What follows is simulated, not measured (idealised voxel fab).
voxel self aligned contacts: a process module
The width of the displayed cross-section, cut, is 215 nm; its cells are square, with a size of 5 nm.
A cross-section in this document is a grid of square cells, and it is written down as bands, the top band listed before the ones below it; a band is made up of one or more rows of cells. Band entry format. Leading values: height of top, height of bottom, nm. Remainder: materials in left-to-right order, each with its width in nm. Special words: "all across" on a single material, which then fills the band edge to edge; "empty", empty space. Zero point of the height axis is 0; under it, received wafer = one material. Lowest band: continues down indefinitely, "from 0 down". The two numbers in a width such as "30..40" mark its ends across the band: the first belongs to the top row of cells, the second to the bottom row, and from each row to the next the width moves by the same amount. The designation "remained unchanged", where it is given for a processing step, indicates that no cell of the cross-section was altered in the course of that step. Enclosed voids (no open way to top), threshold 8 cells or more, entry "Entrapped voids", notation width x height at distance, distance from left edge, nm. Anything after a step's settings on that line? It's the simulator's own note about the step. overlay nm: for a step with a mask, the amount by which the mask lay right of where it was planned; a negative amount means left of it.
Intended process steps
| 1 | RECEIVE with material Si |
| 2 | OXIDIZE with depth nm 5 |
| 3 | DIRECTIONAL_DEP with material polySi, thk nm 20 |
| 4 | DIRECTIONAL_DEP with material SiN, thk nm 15 |
| 5 | DIRECTIONAL_DEP with material aC, thk nm 15 |
| 6 | PATTERN with tone cover, mask id GATE, material resist, width nm 30, pitch nm 65, thk nm 30, overlay nm 0 |
| 7 | DIRECTIONAL_ETCH with etch materials aC, depth nm 15 |
| 8 | STRIP with etch materials resist |
| 9 | DIRECTIONAL_ETCH with etch materials SiN, depth nm 15 |
| 10 | DIRECTIONAL_ETCH with etch materials polySi, depth nm 20 |
| 11 | STRIP with etch materials aC |
| 12 | CONFORMAL_DEP with material SiN, thk nm 5 |
| 13 | DIRECTIONAL_ETCH with etch materials SiN, depth nm 5 |
| 14 | FILL_DEP with material SiO2, thk nm 15 |
| 15 | CMP with height nm 45 |
| 16 | DIRECTIONAL_DEP with material aC, thk nm 10 |
| 17 | PATTERN with tone open, mask id CONTACT, material resist, width nm 45, pitch nm 65, thk nm 25, overlay nm 0 |
| 18 | DIRECTIONAL_ETCH with etch materials aC, depth nm 10 |
| 19 | STRIP with etch materials resist |
| 20 | DIRECTIONAL_ETCH with etch materials SiO2, depth nm 50 |
| 21 | STRIP with etch materials aC |
| 22 | CONFORMAL_DEP with material TiN, thk nm 5 |
| 23 | FILL_DEP with material W, thk nm 5 |
| 24 | CMP with height nm 45 |
| 25 | CONFORMAL_DEP with material SiN, thk nm 5 |
Heads up: all these wafers start the same, and what changes between them is the thk nm in step 25. The value you see in the plan is just what the first wafer got.
As received, i.e. after step 1: cross-section through the first of several wafers
> from 0 down  Si all across
> Entrapped voids: none
The rows of the table below are wafers. Looking at the end of the module, a row counts, for every material, the cells the wafer has gained, shown as (+), or lost, shown as (-), since it was received; its closed voids come next
thk nm 5, -43 Si, +139 SiN, +146 SiO2, +54 TiN, +62 W, +72 polySi, Entrapped voids: none
thk nm 10, -43 Si, +182 SiN, +146 SiO2, +54 TiN, +62 W, +72 polySi, Entrapped voids: none
thk nm 15, -43 Si, +225 SiN, +146 SiO2, +54 TiN, +62 W, +72 polySi, Entrapped voids: none
thk nm 20, -43 Si, +268 SiN, +146 SiO2, +54 TiN, +62 W, +72 polySi, Entrapped voids: none
